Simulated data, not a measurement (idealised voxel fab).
Process module name: voxel capacitor over wiring
Section shown: cut. Width: 285 nm. Cell size: 5 nm, square.
Notation: cross-section as square-cell grid; stated in bands, top first, going down; one or more cell rows per band. First you get the band's top height and its bottom height, in nm, and then the materials it's made of, left to right, with each width in nm. If you see a single material with "full width", that one covers the band edge to edge. "air" is empty space. Below 0: as-received wafer, all one material; heights counted from there. Lowest band: no bottom, goes on down, written "0 and below". With a width like "30 to 40", each row of cells in the band differs from the next by the same amount, the top row carrying the first number and the bottom row the second. The designation "no alterations made", where it is given for a processing step, indicates that no cell of the cross-section was altered in the course of that step. "Enclosed internal voids" contains a list of empty spaces, each no smaller than 8 cells and without an open way to the top, written in the form width x height at distance with the distance from the left edge and all three in nm. Heads up: the bit after the settings on a step's line is the simulator's remark on that step. Regarding "overlay nm": on a step with a mask, it is the distance the mask lay to the right of its planned place; a negative value places it to the left.

Process steps (planned):
- 1: op RECEIVE | material Si
- 2: op CONFORMAL_DEP | material SiO2 | thk nm 15
- 3: op CONFORMAL_DEP | material SiCN | thk nm 5
- 4: op DIRECTIONAL_DEP | material SiO2 | thk nm 20
- 5: op DIRECTIONAL_DEP | material aC | thk nm 10
- 6: op PATTERN | tone open | mask id METAL_1 | material resist | width nm 20 | pitch nm 75 | thk nm 30 | overlay nm 0
- 7: op DIRECTIONAL_ETCH | etch materials aC | depth nm 10
- 8: op STRIP | etch materials resist
- 9: op DIRECTIONAL_ETCH | etch materials SiO2 | depth nm 20
- 10: op DIRECTIONAL_ETCH | etch materials SiCN | depth nm 5
- 11: op STRIP | etch materials aC
- 12: op CONFORMAL_DEP | material TiN | thk nm 5
- 13: op FILL_DEP | material Cu | thk nm 10
- 14: op CMP | height nm 40
- 15: op EPI | material Ru | thk nm 5
- 16: op FILL_DEP | material SiCN | thk nm 5
- 17: op DIRECTIONAL_DEP | material lowk | thk nm 10
- 18: op PATTERN | tone open | mask id PLUG_1 | material resist | width nm 15 | thk nm 15 | overlay nm 0
- 19: op DIRECTIONAL_ETCH | etch materials lowk | depth nm 10
- 20: op DIRECTIONAL_ETCH | etch materials SiCN | depth nm 5
- 21: op STRIP | etch materials resist
- 22: op CONFORMAL_DEP | material TiN | thk nm 5
- 23: op FILL_DEP | material W | thk nm 5
- 24: op CMP | height nm 60
- 25: op DIRECTIONAL_DEP | material TiN | thk nm 5
- 26: op DIRECTIONAL_DEP | material HfO2 | thk nm 5
- 27: op DIRECTIONAL_DEP | material TiN | thk nm 5
- 28: op PATTERN | tone cover | mask id UPPER_PLATE | material resist | width nm 60 | thk nm 15 | overlay nm 0
- 29: op DIRECTIONAL_ETCH | etch materials TiN | depth nm 5
- 30: op DIRECTIONAL_ETCH | etch materials HfO2 | depth nm 5
- 31: op STRIP | etch materials resist
- 32: op MASKED_ETCH | tone cover | mask id LOWER_PLATE | width nm 70 | etch materials TiN | depth nm 5 | overlay nm 0
- 33: op FILL_DEP | material SiO2 | thk nm 20
- 34: op CMP | height nm 90
- 35: op DIRECTIONAL_DEP | material aC | thk nm 10
- 36: op PATTERN | tone open | mask id PLUG_2 | material resist | width nm 15 | thk nm 30 | overlay nm 0
- 37: op DIRECTIONAL_ETCH | etch materials aC | depth nm 10
- 38: op STRIP | etch materials resist
- 39: op DIRECTIONAL_ETCH | etch materials SiO2 | depth nm 15
- 40: op STRIP | etch materials aC
- 41: op CONFORMAL_DEP | material TiN | thk nm 5
- 42: op FILL_DEP | material W | thk nm 5
- 43: op CMP | height nm 90
- 44: op CONFORMAL_DEP | material SiN | thk nm 5

Step 1 complete: cross-section of the wafer as received:
> 0 and below: Si full width
> Enclosed internal voids: none

Cross-section at module end, one run error; start and plan unchanged from above:
> 95 down to 90: SiN full width
> 90 down to 80: 110 of SiO2, then 5 of TiN, then 5 of W, then 5 of TiN, then 160 of SiO2
> 80 down to 70: 110 to 105 of SiO2, then 15 to 60 of TiN, then 160 to 120 of SiO2
> 70 down to 65: 105 of SiO2, then 60 of HfO2, then 120 of SiO2
> 65 down to 60: 95 of SiO2, then 70 of TiN, then 120 of SiO2
> 60 down to 50: 100 of lowk, then 5 of TiN, then 5 of W, then 5 of TiN, then 170 of lowk
> 50 down to 45: 100 of SiCN, then 15 of TiN, then 170 of SiCN
> 45 down to 40: 90 of SiCN, then 30 of Ru, then 45 of SiCN, then 30 of Ru, then 90 of SiCN
> 40 down to 20: 95 of SiO2, then 5 of TiN, then 10 of Cu, then 5 of TiN, then 55 of SiO2, then 5 of TiN, then 10 of Cu, then 5 of TiN, then 95 of SiO2
> 20 down to 15: 95 of SiCN, then 20 of TiN, then 55 of SiCN, then 20 of TiN, then 95 of SiCN
> 15 down to 0: SiO2 full width
> 0 and below: Si full width
> Enclosed internal voids: none
Which mistake was made when the wafer was run? the process deviated at step 28: the operation and settings actually run there were op PATTERN | tone cover | mask id UPPER_PLATE | material resist | width nm 60 | thk nm 15 | overlay nm 5
